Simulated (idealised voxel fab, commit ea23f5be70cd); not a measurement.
Proc. module: voxel trench capacitor
FYI the section here is cut, 265 nm wide, cells are 5 nm squares.
When this document writes out a cross-section, it uses a grid of square cells and lists it as bands, beginning at the top and moving down, with a band standing for one or more rows of cells. Top, bottom (nm), then materials left to right with widths (nm); lone material tagged "throughout" fills the whole band edge to edge; "blank" = empty space. We count height from 0. Below that, the starting wafer is all one material. The lowest band never ends at the bottom but goes on down; see "0..down" for how that is written. So if you see something like "30..40" for the width, read it as the top row of the band sitting at the first number and the bottom row at the second, with every row in between moving by the same amount as the last. What does "nothing altered" mean for a step? It means no cell of the cross-section changed in that step. Under "Fully sealed cavities" you'll find the enclosed gaps, the ones with no way out to the top, that are 8 cells or bigger; each reads width x height at distance, with distance counted from the left edge, everything in nm. Whatever follows a step's settings on its line is a remark the simulator itself makes about that step. "overlay nm", when on a step's line for a step with a mask, measures how far to the right of its planned place the mask lay; a negative measure means to the left.

**This section lists the process steps that were planned**
1: op RECEIVE | material Si
2: op CONFORMAL_DEP | material SiN | thk nm 10
3: op PATTERN | tone open | mask id TRENCH | material resist | width nm 30 | pitch nm 45 | thk nm 15 | overlay nm 0
4: op DIRECTIONAL_ETCH | etch materials SiN | depth nm 10
5: op DIRECTIONAL_ETCH | etch materials Si | depth nm 40
6: op STRIP | etch materials resist
7: op CONFORMAL_DEP | material HfO2 | thk nm 5
8: op CONFORMAL_DEP | material TiN | thk nm 5
9: op FILL_DEP | material W | thk nm 5
10: op CMP | height nm 10

**First out of two wafers; run went to plan**

**Cross-section of the incoming wafer, state after step 1**
0..down  Si throughout
Fully sealed cavities: none

**Cross-section: wafer state after step 2**
10..0  SiN throughout
Heights below 0 show no change.

**Cross-section: wafer state after step 3**
25..10  resist: 70  blank: 30  resist: 15  blank: 30  resist: 15  blank: 30  resist: 75
Heights below 10 show no change.

**Cross-section: wafer state after step 4**
25..10  resist: 70  blank: 30  resist: 15  blank: 30  resist: 15  blank: 30  resist: 75
10..0  SiN: 70  blank: 30  SiN: 15  blank: 30  SiN: 15  blank: 30  SiN: 75
Heights below 0 show no change.

**Cross-section: wafer state after step 5**
25..10  resist: 70  blank: 30  resist: 15  blank: 30  resist: 15  blank: 30  resist: 75
10..0  SiN: 70  blank: 30  SiN: 15  blank: 30  SiN: 15  blank: 30  SiN: 75
0..-40  Si: 70  blank: 30  Si: 15  blank: 30  Si: 15  blank: 30  Si: 75
Heights below -40 show no change.

**Cross-section: wafer state after step 6**
10..0  SiN: 70  blank: 30  SiN: 15  blank: 30  SiN: 15  blank: 30  SiN: 75
Heights below 0 show no change.

**Cross-section: wafer state after step 7**
15..10  HfO2: 75  blank: 20  HfO2: 25  blank: 20  HfO2: 25  blank: 20  HfO2: 80
10..0  SiN: 70  HfO2: 5  blank: 20  HfO2: 5  SiN: 15  HfO2: 5  blank: 20  HfO2: 5  SiN: 15  HfO2: 5  blank: 20  HfO2: 5  SiN: 75
0..-35  Si: 70  HfO2: 5  blank: 20  HfO2: 5  Si: 15  HfO2: 5  blank: 20  HfO2: 5  Si: 15  HfO2: 5  blank: 20  HfO2: 5  Si: 75
-35..-40  Si: 70  HfO2: 30  Si: 15  HfO2: 30  Si: 15  HfO2: 30  Si: 75
Heights below -40 show no change.

**Cross-section: wafer state after step 8**
20..15  TiN: 80  blank: 10  TiN: 35  blank: 10  TiN: 35  blank: 10  TiN: 85
15..10  HfO2: 75  TiN: 5  blank: 10  TiN: 5  HfO2: 25  TiN: 5  blank: 10  TiN: 5  HfO2: 25  TiN: 5  blank: 10  TiN: 5  HfO2: 80
10..0  SiN: 70  HfO2: 5  TiN: 5  blank: 10  TiN: 5  HfO2: 5  SiN: 15  HfO2: 5  TiN: 5  blank: 10  TiN: 5  HfO2: 5  SiN: 15  HfO2: 5  TiN: 5  blank: 10  TiN: 5  HfO2: 5  SiN: 75
0..-30  Si: 70  HfO2: 5  TiN: 5  blank: 10  TiN: 5  HfO2: 5  Si: 15  HfO2: 5  TiN: 5  blank: 10  TiN: 5  HfO2: 5  Si: 15  HfO2: 5  TiN: 5  blank: 10  TiN: 5  HfO2: 5  Si: 75
-30..-35  Si: 70  HfO2: 5  TiN: 20  HfO2: 5  Si: 15  HfO2: 5  TiN: 20  HfO2: 5  Si: 15  HfO2: 5  TiN: 20  HfO2: 5  Si: 75
Heights below -35 show no change.

**Cross-section: wafer state after step 9**
25..20  W throughout
20..15  TiN: 80  W: 10  TiN: 35  W: 10  TiN: 35  W: 10  TiN: 85
15..10  HfO2: 75  TiN: 5  W: 10  TiN: 5  HfO2: 25  TiN: 5  W: 10  TiN: 5  HfO2: 25  TiN: 5  W: 10  TiN: 5  HfO2: 80
10..0  SiN: 70  HfO2: 5  TiN: 5  W: 10  TiN: 5  HfO2: 5  SiN: 15  HfO2: 5  TiN: 5  W: 10  TiN: 5  HfO2: 5  SiN: 15  HfO2: 5  TiN: 5  W: 10  TiN: 5  HfO2: 5  SiN: 75
0..-30  Si: 70  HfO2: 5  TiN: 5  W: 10  TiN: 5  HfO2: 5  Si: 15  HfO2: 5  TiN: 5  W: 10  TiN: 5  HfO2: 5  Si: 15  HfO2: 5  TiN: 5  W: 10  TiN: 5  HfO2: 5  Si: 75
Heights below -30 show no change.

**Cross-section: wafer state after step 10**
10..0  SiN: 70  HfO2: 5  TiN: 5  W: 10  TiN: 5  HfO2: 5  SiN: 15  HfO2: 5  TiN: 5  W: 10  TiN: 5  HfO2: 5  SiN: 15  HfO2: 5  TiN: 5  W: 10  TiN: 5  HfO2: 5  SiN: 75
Heights below 0 show no change.

**Wafer two. Identical start, identical plan. One mistake in execution. Identical history through step 2**

**Planned end of step 3: second wafer, cross-section**
25..10  resist: 60  blank: 30  resist: 15  blank: 30  resist: 15  blank: 30  resist: 85
Heights below 10 show no change.

**Planned end of step 4: second wafer, cross-section**
25..10  resist: 60  blank: 30  resist: 15  blank: 30  resist: 15  blank: 30  resist: 85
10..0  SiN: 60  blank: 30  SiN: 15  blank: 30  SiN: 15  blank: 30  SiN: 85
Heights below 0 show no change.

**Planned end of step 5: second wafer, cross-section**
25..10  resist: 60  blank: 30  resist: 15  blank: 30  resist: 15  blank: 30  resist: 85
10..0  SiN: 60  blank: 30  SiN: 15  blank: 30  SiN: 15  blank: 30  SiN: 85
0..-40  Si: 60  blank: 30  Si: 15  blank: 30  Si: 15  blank: 30  Si: 85
Heights below -40 show no change.

**Planned end of step 6: second wafer, cross-section**
10..0  SiN: 60  blank: 30  SiN: 15  blank: 30  SiN: 15  blank: 30  SiN: 85
Heights below 0 show no change.

**Planned end of step 7: second wafer, cross-section**
15..10  HfO2: 65  blank: 20  HfO2: 25  blank: 20  HfO2: 25  blank: 20  HfO2: 90
10..0  SiN: 60  HfO2: 5  blank: 20  HfO2: 5  SiN: 15  HfO2: 5  blank: 20  HfO2: 5  SiN: 15  HfO2: 5  blank: 20  HfO2: 5  SiN: 85
0..-35  Si: 60  HfO2: 5  blank: 20  HfO2: 5  Si: 15  HfO2: 5  blank: 20  HfO2: 5  Si: 15  HfO2: 5  blank: 20  HfO2: 5  Si: 85
-35..-40  Si: 60  HfO2: 30  Si: 15  HfO2: 30  Si: 15  HfO2: 30  Si: 85
Heights below -40 show no change.

**Planned end of step 8: second wafer, cross-section**
20..15  TiN: 70  blank: 10  TiN: 35  blank: 10  TiN: 35  blank: 10  TiN: 95
15..10  HfO2: 65  TiN: 5  blank: 10  TiN: 5  HfO2: 25  TiN: 5  blank: 10  TiN: 5  HfO2: 25  TiN: 5  blank: 10  TiN: 5  HfO2: 90
10..0  SiN: 60  HfO2: 5  TiN: 5  blank: 10  TiN: 5  HfO2: 5  SiN: 15  HfO2: 5  TiN: 5  blank: 10  TiN: 5  HfO2: 5  SiN: 15  HfO2: 5  TiN: 5  blank: 10  TiN: 5  HfO2: 5  SiN: 85
0..-30  Si: 60  HfO2: 5  TiN: 5  blank: 10  TiN: 5  HfO2: 5  Si: 15  HfO2: 5  TiN: 5  blank: 10  TiN: 5  HfO2: 5  Si: 15  HfO2: 5  TiN: 5  blank: 10  TiN: 5  HfO2: 5  Si: 85
-30..-35  Si: 60  HfO2: 5  TiN: 20  HfO2: 5  Si: 15  HfO2: 5  TiN: 20  HfO2: 5  Si: 15  HfO2: 5  TiN: 20  HfO2: 5  Si: 85
Heights below -35 show no change.

**Planned end of step 9: second wafer, cross-section**
25..20  W throughout
20..15  TiN: 70  W: 10  TiN: 35  W: 10  TiN: 35  W: 10  TiN: 95
15..10  HfO2: 65  TiN: 5  W: 10  TiN: 5  HfO2: 25  TiN: 5  W: 10  TiN: 5  HfO2: 25  TiN: 5  W: 10  TiN: 5  HfO2: 90
10..0  SiN: 60  HfO2: 5  TiN: 5  W: 10  TiN: 5  HfO2: 5  SiN: 15  HfO2: 5  TiN: 5  W: 10  TiN: 5  HfO2: 5  SiN: 15  HfO2: 5  TiN: 5  W: 10  TiN: 5  HfO2: 5  SiN: 85
0..-30  Si: 60  HfO2: 5  TiN: 5  W: 10  TiN: 5  HfO2: 5  Si: 15  HfO2: 5  TiN: 5  W: 10  TiN: 5  HfO2: 5  Si: 15  HfO2: 5  TiN: 5  W: 10  TiN: 5  HfO2: 5  Si: 85
Heights below -30 show no change.

**Planned end of step 10: second wafer, cross-section**
10..0  SiN: 60  HfO2: 5  TiN: 5  W: 10  TiN: 5  HfO2: 5  SiN: 15  HfO2: 5  TiN: 5  W: 10  TiN: 5  HfO2: 5  SiN: 15  HfO2: 5  TiN: 5  W: 10  TiN: 5  HfO2: 5  SiN: 85
Heights below 0 show no change.
Short version of what went wrong: step 3: run off-plan, actual operation and settings op PATTERN | tone open | mask id TRENCH | material resist | width nm 30 | pitch nm 45 | thk nm 15 | overlay nm -10
Same inventory, different map: at the end, the second wafer holds as many cells of each material as the first, placed elsewhere.
